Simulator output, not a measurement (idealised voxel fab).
Process module in this document: voxel ribs on slabs
Xsec cut, 265 nm wide, square cell size 5 nm.
A cross-section is written here as square cells arranged in a grid, and it is given in bands from the top down, each band taking up one or more rows of cells.
Read a band's entry like this: the first values are the height of its top and the height of its bottom in nm, and what follows is the sequence of materials from left to right, each with its width in nm. Note that "blank" is empty space, and that a single material marked "edge to edge" reaches across the band from edge to edge.
Below 0: as-received wafer, all one material; heights counted from there. Lowest band: no bottom, goes on down, written "0..down".
You'd read "30..40" like this: the band's top row of cells is as wide as the first number, its bottom row is as wide as the second, and going down, every row changes width by the same amount as the row before did.
For the purposes of this document, the phrase "nothing changed" attached to a step denotes that no cell within the cross-section was modified by that step.
Empty spaces without an open route to the top, at least 8 cells in extent, make up the entry "Unvented internal voids"; each is given as width x height at distance, where the distance is measured from the left edge, and all are in nm.
Read whatever lies past the settings on a step's line as the simulator's own remark about the step.
overlay nm: where the mask lay relative to plan, measured to the right, on steps with a mask; negatives go left.

**List of planned process steps**
- 1: RECEIVE | material Si
- 2: DIRECTIONAL_DEP | material SiO2 | thk nm 20
- 3: DIRECTIONAL_DEP | material SiN | thk nm 25
- 4: DIRECTIONAL_DEP | material aC | thk nm 10
- 5: PATTERN | tone cover | mask id RIB | material resist | width nm 25 | thk nm 25 | overlay nm 0
- 6: DIRECTIONAL_ETCH | etch materials aC | depth nm 10
- 7: STRIP | etch materials resist
- 8: DIRECTIONAL_ETCH | etch materials SiN | depth nm 20
- 9: STRIP | etch materials aC
- 10: MASKED_ETCH | tone cover | mask id SLAB | width nm 75 | etch materials SiN | depth nm 5 | overlay nm 0
- 11: FILL_DEP | material SiO2 | thk nm 15
- 12: CMP | height nm 55
- 13: DIRECTIONAL_DEP | material TiN | thk nm 5
- 14: MASKED_ETCH | tone cover | mask id HEATER | width nm 35 | etch materials TiN | depth nm 5 | overlay nm 0
- 15: CONFORMAL_DEP | material SiO2 | thk nm 5

**Wafer as received: cross-section following step 1**
    0..down: Si edge to edge
    Unvented internal voids: none

**As-planned run: cross-section of the first of two wafers at end of module**
    65..60: blank (110) / SiO2 (45) / blank (110)
    60..55: SiO2 (115) / TiN (35) / SiO2 (115)
    55..45: SiO2 edge to edge
    45..25: SiO2 (120) / SiN (25) / SiO2 (120)
    25..20: SiO2 (95) / SiN (75) / SiO2 (95)
    20..0: SiO2 edge to edge
    0..down: Si edge to edge
    Unvented internal voids: none

**So this is wafer number two of the two, cut at the end of the module - it started where the first did and had the same plan, we just got one thing wrong running it**
    65..60: blank (115) / SiO2 (40) / blank (110)
    60..55: SiO2 (120) / TiN (30) / SiO2 (115)
    55..45: SiO2 edge to edge
    45..25: SiO2 (120) / SiN (25) / SiO2 (120)
    25..20: SiO2 (95) / SiN (75) / SiO2 (95)
    20..0: SiO2 edge to edge
    0..down: Si edge to edge
    Unvented internal voids: none
Diagnosis: step 14 ran as: MASKED_ETCH | tone cover | mask id HEATER | width nm 30 | etch materials TiN | depth nm 5 | overlay nm 0
The closing comparison, in cells, has the second wafer with more or fewer of some materials than the first: TiN -1
